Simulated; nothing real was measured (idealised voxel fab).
Process module heading - voxel released beams
Square cell edge 5 nm, section width 165 nm, ID cut.
Format of a cross-section: grid, square cells. Given as bands. Order: top down. Band: one or more rows of cells. Per band: top height and bottom height in nm, followed by the left-to-right materials and their widths in nm; "edge to edge" marks a single material spanning edge to edge, "blank" marks empty space. All heights in this document are referenced to 0, defined as the level beneath which the wafer, as received, consists entirely of one material. The lowest band is not bounded below; it extends indefinitely downward and is written in the form "top 0, no bottom". When a width is written as two numbers, as in "30..40", the first number is the width in the top row of cells of the band and the second is the width in its bottom row, and the width changes by the same amount from each row to the next. Reading "remained unchanged" for a step: not a cell of the cross-section changed in it. Each empty space that has no open way to the top and spans at least 8 cells appears under "Unvented internal voids" as width x height at distance, the distance counted from the left edge, all in nm. after a step's settings: what the simulator itself notes on the step. The setting "overlay nm" may be written on the line of a step. When the step uses a mask, the value reports how far to the right of the planned place the mask lay, and a negative value reports that it lay to the left.
The process steps that were planned are listed below:
1,RECEIVE: material Si
2,CONFORMAL_DEP: material Al2O3, thk nm 10
3,DIRECTIONAL_DEP: material SiO2, thk nm 15
4,PATTERN: tone open, mask id ANCHOR, material resist, width nm 30, thk nm 15, overlay nm 0
5,DIRECTIONAL_ETCH: etch materials SiO2, depth nm 15
6,STRIP: etch materials resist
7,CONFORMAL_DEP: material W, thk nm 10
8,PATTERN: tone cover, mask id BEAM, material resist, width nm 110, thk nm 20, overlay nm 0
9,DIRECTIONAL_ETCH: etch materials W, depth nm 10
10,STRIP: etch materials resist
11,STRIP: etch materials SiO2
The cross-section here shows the wafer as received, i.e. in its state after step 1:
  top 0, no bottom  Si edge to edge
  Unvented internal voids: none
The cross-section shown corresponds to the wafer at the conclusion of the module. The initial structure and the process plan are those presented above; however, one mistake occurred in executing the plan:
  top 35, bottom 25  25 nm blank | 10 nm W | 10 nm blank | 90 nm W | 30 nm blank
  top 25, bottom 20  25 nm blank | 10 nm W | 10 nm blank | 10 nm W | 110 nm blank
  top 20, bottom 10  25 nm blank | 30 nm W | 110 nm blank
  top 10, bottom 0  Al2O3 edge to edge
  top 0, no bottom  Si edge to edge
  Unvented internal voids: none
Where did the run depart from the plan? step 4 was run on a setting that differed from the plan, and what really ran there is PATTERN: tone open, mask id ANCHOR, material resist, width nm 30, thk nm 15, overlay nm -5
